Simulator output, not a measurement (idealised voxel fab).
Proc. module: voxel gate over fins
Square cell edge 5 nm, section width 240 nm, ID cut.
Bands, listed from the top down, are how a cross-section gets written in this document; the cross-section itself is a grid of square cells, and a band is one or more rows of them.
Each band's line starts with the height of the band's top and of its bottom, in nm. Then come its materials from left to right, each with its width in nm. One material with "all across" fills the band from edge to edge. "empty" is empty space.
The reference from which all heights are counted is 0, the level beneath which the as-received wafer is entirely one material; the lowest band, having no lower bound, proceeds downward and is written after the example "0 -> down".
The width entry "30..40" should be interpreted row by row: the top row of cells in the band takes the first number, the bottom row takes the second number, and the change between adjacent rows is uniform throughout.
Step note "remained unchanged" = no cross-section cell changed.
The list in "Sealed void inventory" covers empty spaces of 8 cells or more that cannot reach the top through any open way, and it gives each as width x height at distance; the distance is from the left edge, and width, height and distance are in nm.
If you see something after the settings on a step's line, that's the simulator's own remark about that step.
What "overlay nm" on a step's line means: if the step has a mask, that mask lay this far to the right of its planned place, or, when the value is negative, to the left.
**This section lists the process steps that were planned**
1) RECEIVE,material Si
2) CONFORMAL_DEP,material SiN,thk nm 5
3) PATTERN,tone cover,mask id FINS,material resist,width nm 15,pitch nm 60,thk nm 20,overlay nm 0
4) DIRECTIONAL_ETCH,etch materials SiN,depth nm 5
5) DIRECTIONAL_ETCH,etch materials Si,depth nm 35
6) STRIP,etch materials resist
7) OXIDIZE,depth nm 5
8) FILL_DEP,material SiO2,thk nm 15
9) CMP,height nm 5
10) MASKED_ETCH,tone open,mask id RAIL,width nm 15,etch materials SiO2,depth nm 35,overlay nm 0
11) CONFORMAL_DEP,material TiN,thk nm 5
12) FILL_DEP,material W,thk nm 5
13) CMP,height nm 5
14) SELECTIVE_ETCH,etch materials W Ru TiN,depth nm 30
15) FILL_DEP,material SiO2,thk nm 5
16) CMP,height nm 5
17) SELECTIVE_ETCH,etch materials SiO2,depth nm 20
18) STRIP,etch materials SiN
19) CONFORMAL_DEP,material HfO2,thk nm 5
20) CONFORMAL_DEP,material TiN,thk nm 5
21) CONFORMAL_DEP,material TiAl,thk nm 5
22) CONFORMAL_DEP,material TiN,thk nm 5
23) FILL_DEP,material W,thk nm 15
24) CMP,height nm 30
25) CONFORMAL_DEP,material SiCN,thk nm 5
**first wafer, as planned**
**as received, after step 1**
  0 -> down  Si all across
  Sealed void inventory: none
**Cross-sectional representation of the wafer at the conclusion of step 2**
  5 -> 0  SiN all across
  No changes below 0.
**Cross-sectional representation of the wafer at the conclusion of step 3**
  25 -> 5  empty=80  resist=15  empty=45  resist=15  empty=85
  No changes below 5.
**Cross-sectional representation of the wafer at the conclusion of step 4**
  25 -> 5  empty=80  resist=15  empty=45  resist=15  empty=85
  5 -> 0  empty=80  SiN=15  empty=45  SiN=15  empty=85
  No changes below 0.
**Cross-sectional representation of the wafer at the conclusion of step 5**
  25 -> 5  empty=80  resist=15  empty=45  resist=15  empty=85
  5 -> 0  empty=80  SiN=15  empty=45  SiN=15  empty=85
  0 -> -35  empty=80  Si=15  empty=45  Si=15  empty=85
  No changes below -35.
**Cross-sectional representation of the wafer at the conclusion of step 6**
  5 -> 0  empty=80  SiN=15  empty=45  SiN=15  empty=85
  No changes below 0.
**Cross-sectional representation of the wafer at the conclusion of step 7**
  5 -> 0  empty=80  SiN=15  empty=45  SiN=15  empty=85
  0 -> -35  empty=80  SiO2=5  Si=5  SiO2=5  empty=45  SiO2=5  Si=5  SiO2=5  empty=85
  -35 -> -40  SiO2=85  Si=5  SiO2=55  Si=5  SiO2=90
  No changes below -40.
**Cross-sectional representation of the wafer at the conclusion of step 8**
  20 -> 5  SiO2 all across
  5 -> 0  SiO2=80  SiN=15  SiO2=45  SiN=15  SiO2=85
  0 -> -40  SiO2=85  Si=5  SiO2=55  Si=5  SiO2=90
  No changes below -40.
**Cross-sectional representation of the wafer at the conclusion of step 9**
  5 -> 0  SiO2=80  SiN=15  SiO2=45  SiN=15  SiO2=85
  No changes below 0.
**Cross-sectional representation of the wafer at the conclusion of step 10**
  5 -> 0  SiO2=80  SiN=15  SiO2=15  empty=15  SiO2=15  SiN=15  SiO2=85
  0 -> -30  SiO2=85  Si=5  SiO2=20  empty=15  SiO2=20  Si=5  SiO2=90
  No changes below -30.
**Cross-sectional representation of the wafer at the conclusion of step 11**
  10 -> 5  TiN=115  empty=5  TiN=120
  5 -> 0  SiO2=80  SiN=15  SiO2=15  TiN=5  empty=5  TiN=5  SiO2=15  SiN=15  SiO2=85
  0 -> -25  SiO2=85  Si=5  SiO2=20  TiN=5  empty=5  TiN=5  SiO2=20  Si=5  SiO2=90
  -25 -> -30  SiO2=85  Si=5  SiO2=20  TiN=15  SiO2=20  Si=5  SiO2=90
  No changes below -30.
**Cross-sectional representation of the wafer at the conclusion of step 12**
  15 -> 10  W all across
  10 -> 5  TiN=115  W=5  TiN=120
  5 -> 0  SiO2=80  SiN=15  SiO2=15  TiN=5  W=5  TiN=5  SiO2=15  SiN=15  SiO2=85
  0 -> -25  SiO2=85  Si=5  SiO2=20  TiN=5  W=5  TiN=5  SiO2=20  Si=5  SiO2=90
  No changes below -25.
**Cross-sectional representation of the wafer at the conclusion of step 13**
  5 -> 0  SiO2=80  SiN=15  SiO2=15  TiN=5  W=5  TiN=5  SiO2=15  SiN=15  SiO2=85
  No changes below 0.
**Cross-sectional representation of the wafer at the conclusion of step 14**
  5 -> 0  SiO2=80  SiN=15  SiO2=15  empty=15  SiO2=15  SiN=15  SiO2=85
  0 -> -25  SiO2=85  Si=5  SiO2=20  empty=15  SiO2=20  Si=5  SiO2=90
  No changes below -25.
**Cross-sectional representation of the wafer at the conclusion of step 15**
  10 -> 5  SiO2 all across
  5 -> 0  SiO2=80  SiN=15  SiO2=45  SiN=15  SiO2=85
  0 -> -25  SiO2=85  Si=5  SiO2=55  Si=5  SiO2=90
  No changes below -25.
**Cross-sectional representation of the wafer at the conclusion of step 16**
  5 -> 0  SiO2=80  SiN=15  SiO2=45  SiN=15  SiO2=85
  No changes below 0.
**Cross-sectional representation of the wafer at the conclusion of step 17**
  5 -> 0  empty=80  SiN=15  empty=45  SiN=15  empty=85
  0 -> -15  empty=85  Si=5  empty=55  Si=5  empty=90
  No changes below -15.
**Cross-sectional representation of the wafer at the conclusion of step 18**
  0 -> -15  empty=85  Si=5  empty=55  Si=5  empty=90
  No changes below -15.
**Cross-sectional representation of the wafer at the conclusion of step 19**
  5 -> 0  empty=80  HfO2=15  empty=45  HfO2=15  empty=85
  0 -> -10  empty=80  HfO2=5  Si=5  HfO2=5  empty=45  HfO2=5  Si=5  HfO2=5  empty=85
  -10 -> -15  HfO2=85  Si=5  HfO2=55  Si=5  HfO2=90
  No changes below -15.
**Cross-sectional representation of the wafer at the conclusion of step 20**
  10 -> 5  empty=75  TiN=25  empty=35  TiN=25  empty=80
  5 -> 0  empty=75  TiN=5  HfO2=15  TiN=5  empty=35  TiN=5  HfO2=15  TiN=5  empty=80
  0 -> -5  empty=75  TiN=5  HfO2=5  Si=5  HfO2=5  TiN=5  empty=35  TiN=5  HfO2=5  Si=5  HfO2=5  TiN=5  empty=80
  -5 -> -10  TiN=80  HfO2=5  Si=5  HfO2=5  TiN=45  HfO2=5  Si=5  HfO2=5  TiN=85
  No changes below -10.
**Cross-sectional representation of the wafer at the conclusion of step 21**
  15 -> 10  empty=70  TiAl=35  empty=25  TiAl=35  empty=75
  10 -> 5  empty=70  TiAl=5  TiN=25  TiAl=5  empty=25  TiAl=5  TiN=25  TiAl=5  empty=75
  5 -> 0  empty=70  TiAl=5  TiN=5  HfO2=15  TiN=5  TiAl=5  empty=25  TiAl=5  TiN=5  HfO2=15  TiN=5  TiAl=5  empty=75
  0 -> -5  TiAl=75  TiN=5  HfO2=5  Si=5  HfO2=5  TiN=5  TiAl=35  TiN=5  HfO2=5  Si=5  HfO2=5  TiN=5  TiAl=80
  No changes below -5.
**Cross-sectional representation of the wafer at the conclusion of step 22**
  20 -> 15  empty=65  TiN=45  empty=15  TiN=45  empty=70
  15 -> 10  empty=65  TiN=5  TiAl=35  TiN=5  empty=15  TiN=5  TiAl=35  TiN=5  empty=70
  10 -> 5  empty=65  TiN=5  TiAl=5  TiN=25  TiAl=5  TiN=5  empty=15  TiN=5  TiAl=5  TiN=25  TiAl=5  TiN=5  empty=70
  5 -> 0  TiN=70  TiAl=5  TiN=5  HfO2=15  TiN=5  TiAl=5  TiN=25  TiAl=5  TiN=5  HfO2=15  TiN=5  TiAl=5  TiN=75
  No changes below 0.
**Cross-sectional representation of the wafer at the conclusion of step 23**
  35 -> 20  W all across
  20 -> 15  W=65  TiN=45  W=15  TiN=45  W=70
  15 -> 10  W=65  TiN=5  TiAl=35  TiN=5  W=15  TiN=5  TiAl=35  TiN=5  W=70
  10 -> 5  W=65  TiN=5  TiAl=5  TiN=25  TiAl=5  TiN=5  W=15  TiN=5  TiAl=5  TiN=25  TiAl=5  TiN=5  W=70
  No changes below 5.
**Cross-sectional representation of the wafer at the conclusion of step 24**
  30 -> 20  W all across
  No changes below 20.
**Cross-sectional representation of the wafer at the conclusion of step 25**
  35 -> 30  SiCN all across
  No changes below 30.
**Wafer two of the pair: same origin, same plan, one error during the run; identical to wafer one up to and including step 16**
**Second wafer: cross-section at the scheduled end of step 17**
  5 -> 0  empty=80  SiN=15  empty=45  SiN=15  empty=85
  0 -> -25  empty=85  Si=5  empty=55  Si=5  empty=90
  -25 -> -30  empty=85  Si=5  empty=20  TiN=15  empty=20  Si=5  empty=90
  -30 -> -35  empty=85  Si=5  empty=25  SiO2=5  empty=25  Si=5  empty=90
  No changes below -35.
**Second wafer: cross-section at the scheduled end of step 18**
  0 -> -25  empty=85  Si=5  empty=55  Si=5  empty=90
  No changes below -25.
**Second wafer: cross-section at the scheduled end of step 19**
  5 -> 0  empty=80  HfO2=15  empty=45  HfO2=15  empty=85
  0 -> -20  empty=80  HfO2=5  Si=5  HfO2=5  empty=45  HfO2=5  Si=5  HfO2=5  empty=85
  -20 -> -25  empty=80  HfO2=5  Si=5  HfO2=5  empty=10  HfO2=25  empty=10  HfO2=5  Si=5  HfO2=5  empty=85
  -25 -> -30  empty=80  HfO2=5  Si=5  HfO2=5  empty=10  HfO2=5  TiN=15  HfO2=5  empty=10  HfO2=5  Si=5  HfO2=5  empty=85
  -30 -> -35  HfO2=85  Si=5  HfO2=25  SiO2=5  HfO2=25  Si=5  HfO2=90
  No changes below -35.
**Second wafer: cross-section at the scheduled end of step 20**
  10 -> 5  empty=75  TiN=25  empty=35  TiN=25  empty=80
  5 -> 0  empty=75  TiN=5  HfO2=15  TiN=5  empty=35  TiN=5  HfO2=15  TiN=5  empty=80
  0 -> -15  empty=75  TiN=5  HfO2=5  Si=5  HfO2=5  TiN=5  empty=35  TiN=5  HfO2=5  Si=5  HfO2=5  TiN=5  empty=80
  -15 -> -20  empty=75  TiN=5  HfO2=5  Si=5  HfO2=5  TiN=45  HfO2=5  Si=5  HfO2=5  TiN=5  empty=80
  -20 -> -25  empty=75  TiN=5  HfO2=5  Si=5  HfO2=5  TiN=10  HfO2=25  TiN=10  HfO2=5  Si=5  HfO2=5  TiN=5  empty=80
  -25 -> -30  TiN=80  HfO2=5  Si=5  HfO2=5  TiN=10  HfO2=5  TiN=15  HfO2=5  TiN=10  HfO2=5  Si=5  HfO2=5  TiN=85
  No changes below -30.
**Second wafer: cross-section at the scheduled end of step 21**
  15 -> 10  empty=70  TiAl=35  empty=25  TiAl=35  empty=75
  10 -> 5  empty=70  TiAl=5  TiN=25  TiAl=5  empty=25  TiAl=5  TiN=25  TiAl=5  empty=75
  5 -> 0  empty=70  TiAl=5  TiN=5  HfO2=15  TiN=5  TiAl=5  empty=25  TiAl=5  TiN=5  HfO2=15  TiN=5  TiAl=5  empty=75
  0 -> -10  empty=70  TiAl=5  TiN=5  HfO2=5  Si=5  HfO2=5  TiN=5  TiAl=5  empty=25  TiAl=5  TiN=5  HfO2=5  Si=5  HfO2=5  TiN=5  TiAl=5  empty=75
  -10 -> -15  empty=70  TiAl=5  TiN=5  HfO2=5  Si=5  HfO2=5  TiN=5  TiAl=35  TiN=5  HfO2=5  Si=5  HfO2=5  TiN=5  TiAl=5  empty=75
  -15 -> -20  empty=70  TiAl=5  TiN=5  HfO2=5  Si=5  HfO2=5  TiN=45  HfO2=5  Si=5  HfO2=5  TiN=5  TiAl=5  empty=75
  -20 -> -25  TiAl=75  TiN=5  HfO2=5  Si=5  HfO2=5  TiN=10  HfO2=25  TiN=10  HfO2=5  Si=5  HfO2=5  TiN=5  TiAl=80
  No changes below -25.
**Second wafer: cross-section at the scheduled end of step 22**
  20 -> 15  empty=65  TiN=45  empty=15  TiN=45  empty=70
  15 -> 10  empty=65  TiN=5  TiAl=35  TiN=5  empty=15  TiN=5  TiAl=35  TiN=5  empty=70
  10 -> 5  empty=65  TiN=5  TiAl=5  TiN=25  TiAl=5  TiN=5  empty=15  TiN=5  TiAl=5  TiN=25  TiAl=5  TiN=5  empty=70
  5 -> 0  empty=65  TiN=5  TiAl=5  TiN=5  HfO2=15  TiN=5  TiAl=5  TiN=5  empty=15  TiN=5  TiAl=5  TiN=5  HfO2=15  TiN=5  TiAl=5  TiN=5  empty=70
  0 -> -5  empty=65  TiN=5  TiAl=5  TiN=5  HfO2=5  Si=5  HfO2=5  TiN=5  TiAl=5  TiN=5  empty=15  TiN=5  TiAl=5  TiN=5  HfO2=5  Si=5  HfO2=5  TiN=5  TiAl=5  TiN=5  empty=70
  -5 -> -10  empty=65  TiN=5  TiAl=5  TiN=5  HfO2=5  Si=5  HfO2=5  TiN=5  TiAl=5  TiN=25  TiAl=5  TiN=5  HfO2=5  Si=5  HfO2=5  TiN=5  TiAl=5  TiN=5  empty=70
  -10 -> -15  empty=65  TiN=5  TiAl=5  TiN=5  HfO2=5  Si=5  HfO2=5  TiN=5  TiAl=35  TiN=5  HfO2=5  Si=5  HfO2=5  TiN=5  TiAl=5  TiN=5  empty=70
  -15 -> -20  TiN=70  TiAl=5  TiN=5  HfO2=5  Si=5  HfO2=5  TiN=45  HfO2=5  Si=5  HfO2=5  TiN=5  TiAl=5  TiN=75
  No changes below -20.
**Second wafer: cross-section at the scheduled end of step 23**
  35 -> 20  W all across
  20 -> 15  W=65  TiN=45  W=15  TiN=45  W=70
  15 -> 10  W=65  TiN=5  TiAl=35  TiN=5  W=15  TiN=5  TiAl=35  TiN=5  W=70
  10 -> 5  W=65  TiN=5  TiAl=5  TiN=25  TiAl=5  TiN=5  W=15  TiN=5  TiAl=5  TiN=25  TiAl=5  TiN=5  W=70
  5 -> 0  W=65  TiN=5  TiAl=5  TiN=5  HfO2=15  TiN=5  TiAl=5  TiN=5  W=15  TiN=5  TiAl=5  TiN=5  HfO2=15  TiN=5  TiAl=5  TiN=5  W=70
  0 -> -5  W=65  TiN=5  TiAl=5  TiN=5  HfO2=5  Si=5  HfO2=5  TiN=5  TiAl=5  TiN=5  W=15  TiN=5  TiAl=5  TiN=5  HfO2=5  Si=5  HfO2=5  TiN=5  TiAl=5  TiN=5  W=70
  -5 -> -10  W=65  TiN=5  TiAl=5  TiN=5  HfO2=5  Si=5  HfO2=5  TiN=5  TiAl=5  TiN=25  TiAl=5  TiN=5  HfO2=5  Si=5  HfO2=5  TiN=5  TiAl=5  TiN=5  W=70
  -10 -> -15  W=65  TiN=5  TiAl=5  TiN=5  HfO2=5  Si=5  HfO2=5  TiN=5  TiAl=35  TiN=5  HfO2=5  Si=5  HfO2=5  TiN=5  TiAl=5  TiN=5  W=70
  No changes below -15.
**Second wafer: cross-section at the scheduled end of step 24**
  30 -> 20  W all across
  No changes below 20.
**Second wafer: cross-section at the scheduled end of step 25**
  35 -> 30  SiCN all across
  No changes below 30.
Heads up, the wafer didn't run the way we planned it: step 17 of the plan saw execution twice
End check, counted in cells, second wafer has more or fewer of these materials than the first: HfO2: 22 more, SiO2: 180 fewer, TiAl: 12 more, TiN: 32 more, W: 114 more
